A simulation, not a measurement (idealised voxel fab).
process module | voxel transistor to metal
cross-section cut | 275 nm wide | cells 5 nm
A cross-section is a grid of square cells, given in bands from the top down. A band is one or more rows of cells.
Each band's line starts with the height of the band's top and of its bottom, in nm. Then come its materials from left to right, each with its width in nm. One material with "throughout" fills the band from edge to edge. "air" is empty space.
Height 0 is the level under which the wafer as received is all one material. The lowest band goes on downwards, as in "0 down".
A width such as "30 to 40" changes by the same amount from each row of cells to the next, from the band's top row to its bottom row.
"no change" after a step means that no cell of the cross-section changed.
closed voids: empty space of 8 cells or more with no open way to the top, each as width x height at its distance from the left edge, in nm
after a step's settings: what the simulator itself notes on the step
overlay nm, on a step with a mask: how far to the right of its planned place the mask lay; to the left if negative
plan
1 op RECEIVE | material Si
2 op OXIDIZE | depth nm 5
3 op CONFORMAL_DEP | material SiN | thk nm 15
4 op PATTERN | tone cover | mask id ACTIVE | material resist | width nm 100 | pitch nm 125 | thk nm 15 | overlay nm 0
5 op DIRECTIONAL_ETCH | etch materials SiN | depth nm 15
6 op DIRECTIONAL_ETCH | etch materials SiO2 | depth nm 5
7 op DIRECTIONAL_ETCH | etch materials Si | depth nm 35
8 op STRIP | etch materials resist
9 op FILL_DEP | material SiO2 | thk nm 10
10 op CMP | height nm 15
11 op SELECTIVE_ETCH | etch materials SiO2 | depth nm 10
12 op STRIP | etch materials SiN
13 op SELECTIVE_ETCH | etch materials SiO2 | depth nm 5
14 op OXIDIZE | depth nm 5
15 op DIRECTIONAL_DEP | material polySi | thk nm 30
16 op DIRECTIONAL_DEP | material SiCN | thk nm 10
17 op PATTERN | tone cover | mask id GATE | material resist | width nm 20 | pitch nm 125 | thk nm 15 | overlay nm 0
18 op DIRECTIONAL_ETCH | etch materials SiCN | depth nm 20
19 op DIRECTIONAL_ETCH | etch materials polySi | depth nm 40
20 op STRIP | etch materials resist
21 op CONFORMAL_DEP | material SiO2 | thk nm 5
22 op DIRECTIONAL_ETCH | etch materials SiO2 | depth nm 5
23 op CONFORMAL_DEP | material SiN | thk nm 10
24 op DIRECTIONAL_ETCH | etch materials SiN | depth nm 10
25 op DIRECTIONAL_ETCH | etch materials SiO2 | depth nm 5
26 op EPI | material pSi | thk nm 5
27 op FILL_DEP | material SiO2 | thk nm 5
28 op CMP | height nm 35
29 op DIRECTIONAL_DEP | material SiO2 | thk nm 15
30 op PATTERN | tone open | mask id CONTACT | material resist | width nm 15 | thk nm 20 | overlay nm 0
31 op DIRECTIONAL_ETCH | etch materials SiO2 | depth nm 55
32 op STRIP | etch materials resist
33 op CONFORMAL_DEP | material TiN | thk nm 5
34 op FILL_DEP | material Ru | thk nm 10
35 op CMP | height nm 50
36 op CONFORMAL_DEP | material SiN | thk nm 5
37 op DIRECTIONAL_DEP | material SiO2 | thk nm 15
38 op MASKED_ETCH | tone open | mask id METAL_1 | width nm 15 | etch materials SiO2 | depth nm 15 | overlay nm 0
39 op MASKED_ETCH | tone open | mask id METAL_1 | width nm 15 | etch materials SiN | depth nm 5 | overlay nm 0
40 op CONFORMAL_DEP | material TiN | thk nm 5
41 op FILL_DEP | material Cu | thk nm 10
42 op CMP | height nm 70
43 op EPI | material Ru | thk nm 5
44 op FILL_DEP | material SiCN | thk nm 5
45 op DIRECTIONAL_DEP | material lowk | thk nm 35
46 op DIRECTIONAL_DEP | material aC | thk nm 15
47 op PATTERN | tone open | mask id METAL_2 | material resist | width nm 15 | pitch nm 125 | thk nm 35 | overlay nm 0
48 op DIRECTIONAL_ETCH | etch materials aC | depth nm 15
49 op STRIP | etch materials resist
50 op DIRECTIONAL_ETCH | etch materials lowk | depth nm 20
51 op STRIP | etch materials aC
52 op PATTERN | tone open | mask id METAL_2_HOLES | material resist | width nm 15 | pitch nm 125 | thk nm 15 | overlay nm 0
53 op DIRECTIONAL_ETCH | etch materials lowk | depth nm 15
54 op DIRECTIONAL_ETCH | etch materials SiCN | depth nm 5
55 op STRIP | etch materials resist
56 op CONFORMAL_DEP | material TiN | thk nm 5
57 op FILL_DEP | material Cu | thk nm 5
58 op CMP | height nm 115
59 op CONFORMAL_DEP | material SiN | thk nm 5
as received, after step 1
  0 down: Si throughout
  closed voids: none
first wafer at the end, as planned
  120 to 115: SiN throughout
  115 to 80: lowk 30 | TiN 5 | Cu 5 | TiN 5 | lowk 110 | TiN 5 | Cu 5 | TiN 5 | lowk 105
  80 to 75: SiCN 30 | TiN 15 | SiCN 110 | TiN 15 | SiCN 105
  75 to 70: SiCN 25 | Ru 25 | SiCN 50 | Ru 25 | SiCN 25 | Ru 25 | SiCN 50 | Ru 25 | SiCN 25
  70 to 55: SiO2 30 | TiN 5 | Cu 5 | TiN 5 | SiO2 60 | TiN 5 | Cu 5 | TiN 5 | SiO2 35 | TiN 5 | Cu 5 | TiN 5 | SiO2 60 | TiN 5 | Cu 5 | TiN 5 | SiO2 30
  55 to 50: SiN 30 | TiN 15 | SiN 60 | TiN 15 | SiN 35 | TiN 15 | SiN 60 | TiN 15 | SiN 30
  50 to 35: SiO2 30 | TiN 5 | Ru 5 | TiN 5 | SiO2 60 | TiN 5 | Ru 5 | TiN 5 | SiO2 35 | TiN 5 | Ru 5 | TiN 5 | SiO2 60 | TiN 5 | Ru 5 | TiN 5 | SiO2 30
  35 to 25: SiO2 30 | TiN 5 | Ru 5 | TiN 5 | SiO2 5 | SiN 10 | SiO2 5 | SiCN 20 | SiO2 5 | SiN 10 | SiO2 5 | TiN 5 | Ru 5 | TiN 5 | SiO2 35 | TiN 5 | Ru 5 | TiN 5 | SiO2 5 | SiN 10 | SiO2 5 | SiCN 20 | SiO2 5 | SiN 10 | SiO2 5 | TiN 5 | Ru 5 | TiN 5 | SiO2 30
  25 to 5: SiO2 30 | TiN 5 | Ru 5 | TiN 5 | SiO2 5 | SiN 10 | SiO2 5 | polySi 20 | SiO2 5 | SiN 10 | SiO2 5 | TiN 5 | Ru 5 | TiN 5 | SiO2 35 | TiN 5 | Ru 5 | TiN 5 | SiO2 5 | SiN 10 | SiO2 5 | polySi 20 | SiO2 5 | SiN 10 | SiO2 5 | TiN 5 | Ru 5 | TiN 5 | SiO2 30
  5 to 0: SiO2 30 | TiN 15 | SiO2 5 | SiN 10 | SiO2 5 | polySi 20 | SiO2 5 | SiN 10 | SiO2 5 | TiN 15 | SiO2 35 | TiN 15 | SiO2 5 | SiN 10 | SiO2 5 | polySi 20 | SiO2 5 | SiN 10 | SiO2 5 | TiN 15 | SiO2 30
  0 to -5: SiO2 25 | SiN 10 | TiN 10 | SiO2 5 | SiN 10 | SiO2 5 | polySi 20 | SiO2 5 | SiN 10 | SiO2 5 | TiN 10 | SiN 10 | SiO2 25 | SiN 10 | TiN 10 | SiO2 5 | SiN 10 | SiO2 5 | polySi 20 | SiO2 5 | SiN 10 | SiO2 5 | TiN 10 | SiN 10 | SiO2 25
  -5 to -10: SiO2 35 | pSi 15 | SiO2 50 | pSi 15 | SiO2 45 | pSi 15 | SiO2 50 | pSi 15 | SiO2 35
  -10 to -40: SiO2 25 | Si 100 | SiO2 25 | Si 100 | SiO2 25
  -40 down: Si throughout
  closed voids: none
second wafer at the end: like start, like plan, one mistake
  120 to 115: SiN throughout
  115 to 80: lowk 30 | TiN 5 | Cu 5 | TiN 5 | lowk 110 | TiN 5 | Cu 5 | TiN 5 | lowk 105
  80 to 75: SiCN 30 | TiN 15 | SiCN 110 | TiN 15 | SiCN 105
  75 to 70: SiCN 25 | Ru 25 | SiCN 50 | Ru 25 | SiCN 25 | Ru 25 | SiCN 50 | Ru 25 | SiCN 25
  70 to 55: SiO2 30 | TiN 5 | Cu 5 | TiN 5 | SiO2 60 | TiN 5 | Cu 5 | TiN 5 | SiO2 35 | TiN 5 | Cu 5 | TiN 5 | SiO2 60 | TiN 5 | Cu 5 | TiN 5 | SiO2 30
  55 to 50: SiN 30 | TiN 15 | SiN 60 | TiN 15 | SiN 35 | TiN 15 | SiN 60 | TiN 15 | SiN 30
  50 to 35: SiO2 30 | TiN 5 | Ru 5 | TiN 5 | SiO2 60 | TiN 5 | Ru 5 | TiN 5 | SiO2 35 | TiN 5 | Ru 5 | TiN 5 | SiO2 60 | TiN 5 | Ru 5 | TiN 5 | SiO2 30
  35 to 30: SiO2 30 | TiN 5 | Ru 5 | TiN 5 | SiO2 5 | SiN 10 | SiO2 5 | SiCN 20 | SiO2 5 | SiN 10 | SiO2 5 | TiN 5 | Ru 5 | TiN 5 | SiO2 35 | TiN 5 | Ru 5 | TiN 5 | SiO2 5 | SiN 10 | SiO2 5 | SiCN 20 | SiO2 5 | SiN 10 | SiO2 5 | TiN 5 | Ru 5 | TiN 5 | SiO2 30
  30 to 0: SiO2 30 | TiN 5 | Ru 5 | TiN 5 | SiO2 5 | SiN 10 | SiO2 5 | polySi 20 | SiO2 5 | SiN 10 | SiO2 5 | TiN 5 | Ru 5 | TiN 5 | SiO2 35 | TiN 5 | Ru 5 | TiN 5 | SiO2 5 | SiN 10 | SiO2 5 | polySi 20 | SiO2 5 | SiN 10 | SiO2 5 | TiN 5 | Ru 5 | TiN 5 | SiO2 30
  0 to -5: SiO2 15 | SiN 10 | SiO2 5 | TiN 15 | SiO2 60 | TiN 15 | SiO2 5 | SiN 10 | SiO2 5 | SiN 10 | SiO2 5 | TiN 15 | SiO2 60 | TiN 15 | SiO2 5 | SiN 10 | SiO2 15
  -5 to -10: pSi 15 | SiO2 120 | pSi 5 | SiO2 120 | pSi 15
  -10 to -40: Si 25 | SiO2 100 | Si 25 | SiO2 100 | Si 25
  -40 down: Si throughout
  closed voids: none
what went wrong: step 4 ran as: op PATTERN | tone open | mask id ACTIVE | material resist | width nm 100 | pitch nm 125 | thk nm 15 | overlay nm 0
at the end the second wafer has, in cells: 4 more of Ru | 150 fewer of Si | 8 fewer of SiCN | 8 fewer of SiN | 167 more of SiO2 | 5 fewer of pSi
